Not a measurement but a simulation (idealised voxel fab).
This section sets out a process module, namely voxel gate over fins.
The figure presents cross-section cut, which has a width of 300 nm and is divided into square cells with an edge length of 5 nm.
Heads up, the way a cross-section reads in here is a grid of square cells, handed over as bands from the top down, with every band being one or more rows of cells.
Band: top and bottom heights (nm) first, top before bottom; then materials from left to right, widths in nm. "throughout" marks a sole material filling the band edge to edge. "empty" denotes empty space.
For the purposes of this specification, 0 denotes the height below which the wafer in its as-received condition is composed wholly of one material, and the lowermost band, lacking a lower limit, extends downward without end, as expressed in "0 down".
It should be noted that a width expressed as "30->40" varies in equal increments from row to row of cells within the band, taking the value of the first number at the top row and that of the second number at the bottom row.
Where a step carries "left unchanged", the cross-section came out of it unchanged, cell for cell.
Completely enclosed voids: empty space of 8 cells or more with no open way to the top, each as width x height at its distance from the left edge, in nm
Read whatever lies past the settings on a step's line as the simulator's own remark about the step.
"overlay nm" on a masked step: distance the mask lay right of its planned place, negative for left.
**Process steps (planned)**
1,RECEIVE,material Si
2,CONFORMAL_DEP,material SiN,thk nm 10
3,PATTERN,tone cover,mask id FINS,material resist,width nm 15,pitch nm 40,thk nm 15,overlay nm 0
4,DIRECTIONAL_ETCH,etch materials SiN,depth nm 10
5,DIRECTIONAL_ETCH,etch materials Si,depth nm 30
6,STRIP,etch materials resist
7,OXIDIZE,depth nm 5
8,FILL_DEP,material SiO2,thk nm 15
9,CMP,height nm 10
10,SELECTIVE_ETCH,etch materials SiO2,depth nm 20
11,STRIP,etch materials SiN
12,CONFORMAL_DEP,material HfO2,thk nm 5
13,CONFORMAL_DEP,material TiN,thk nm 5
14,CONFORMAL_DEP,material TiAl,thk nm 5
15,CONFORMAL_DEP,material TiN,thk nm 5
16,FILL_DEP,material W,thk nm 10
17,CMP,height nm 25
18,CONFORMAL_DEP,material SiN,thk nm 10
**As received (post step 1): cross-section**
* 0 down  Si throughout
* Completely enclosed voids: none
**Cross-sectional result after module completion. Note: starting condition and plan are unchanged from above; one processing mistake was made**
* 35 to 25  SiN throughout
* 25 to 20  W throughout
* 20 to 15  W: 115 / TiN: 85 / W: 100
* 15 to 10  W: 115 / TiN: 5 / TiAl: 35 / TiN: 5 / TiAl: 35 / TiN: 5 / W: 100
* 10 to 5  TiN: 120 / TiAl: 5 / TiN: 25 / TiAl: 5 / TiN: 5 / TiAl: 5 / TiN: 25 / TiAl: 5 / TiN: 105
* 5 to 0  TiAl: 125 / TiN: 5 / HfO2: 15 / TiN: 5 / TiAl: 15 / TiN: 5 / HfO2: 15 / TiN: 5 / TiAl: 110
* 0 to -5  TiN: 130 / HfO2: 5 / Si: 5 / HfO2: 5 / TiN: 25 / HfO2: 5 / Si: 5 / HfO2: 5 / TiN: 115
* -5 to -10  HfO2: 135 / Si: 5 / HfO2: 35 / Si: 5 / HfO2: 120
* -10 to -35  SiO2: 135 / Si: 5 / SiO2: 35 / Si: 5 / SiO2: 120
* -35 down  Si throughout
* Completely enclosed voids: none
Short version of what went wrong: step 3, actual vs plan mismatch, actual run PATTERN,tone cover,mask id FINS,material resist,width nm 15,pitch nm 40,thk nm 15,overlay nm 10
